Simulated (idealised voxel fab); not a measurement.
process module | voxel spacer lines
Displayed cross-section: cut, width of 255 nm, square cells sized 5 nm.
Bands, listed from the top down, are how a cross-section gets written in this document; the cross-section itself is a grid of square cells, and a band is one or more rows of them.
Basically the band line says how high the top is and how high the bottom is, in nm, and then what's in it from left to right, every material with its width in nm. Empty space shows up as "blank", and if a single material carries "full width" it runs the full band edge to edge.
Counting heights begins at 0, where everything beneath is, in the wafer as received, one material. The lowest band has no bottom; it goes on downwards, as "top 0, no bottom" shows.
A width given as "30..40" starts at the first number in the band's top row and ends at the second number in its bottom row, shifting by an equal amount at every step from row to row.
What does "nothing altered" mean for a step? It means no cell of the cross-section changed in that step.
"Enclosed void list" means: voids of 8 cells or more that are shut off from the top with no open way through. Written width x height at distance, distance from the left edge, in nm.
Note: text after step settings on the step line = simulator remark on that step.
overlay nm, on a step with a mask: how far to the right of its planned place the mask lay; to the left if negative

**Planned process steps**
step 1: RECEIVE | material Si
step 2: CONFORMAL_DEP | material Al2O3 | thk nm 10
step 3: DIRECTIONAL_DEP | material W | thk nm 15
step 4: DIRECTIONAL_DEP | material aC | thk nm 30
step 5: PATTERN | tone cover | mask id MANDREL | material resist | width nm 15 | pitch nm 80 | thk nm 40 | overlay nm 0
step 6: DIRECTIONAL_ETCH | etch materials aC | depth nm 30
step 7: STRIP | etch materials resist
step 8: CONFORMAL_DEP | material SiN | thk nm 15
step 9: DIRECTIONAL_ETCH | etch materials SiN | depth nm 15
step 10: STRIP | etch materials aC
step 11: DIRECTIONAL_ETCH | etch materials W | depth nm 15
step 12: STRIP | etch materials SiN
Wafers differ in width nm at step 5; plan lists the first wafer's value; identical starting state.

**So this is the first of several wafers, cross-sectioned as it came to us, meaning it's at the end of step 1**
top 0, no bottom | Si full width
Enclosed void list: none

**First of several wafers, sectioned at end of module (last step: step 12)**
top 25, bottom 10 | 25 blank; 15 W; 15 blank; 15 W; 35 blank; 15 W; 15 blank; 15 W; 35 blank; 15 W; 15 blank; 15 W; 25 blank
top 10, bottom 0 | Al2O3 full width
top 0, no bottom | Si full width
Enclosed void list: none

**Here we cross-sectioned the last of the wafers once the module was done**
top 25, bottom 10 | 15 blank; 15 W; 40 blank; 15 W; 10 blank; 15 W; 40 blank; 15 W; 10 blank; 15 W; 40 blank; 15 W; 10 blank
top 10, bottom 0 | Al2O3 full width
top 0, no bottom | Si full width
Enclosed void list: none

**Note: the following table is arranged by wafer, a row apiece. Each row reports the end-of-module state: per material, cells gained (+) or cells lost (-) compared with the wafer as received; closed voids follow**
width nm 15; +102 Al2O3; +54 W; Enclosed void list: none
width nm 20; +102 Al2O3; +54 W; Enclosed void list: none
width nm 25; +102 Al2O3; +54 W; Enclosed void list: none
width nm 30; +102 Al2O3; +54 W; Enclosed void list: none
width nm 35; +102 Al2O3; +54 W; Enclosed void list: none
width nm 40; +102 Al2O3; +54 W; Enclosed void list: none
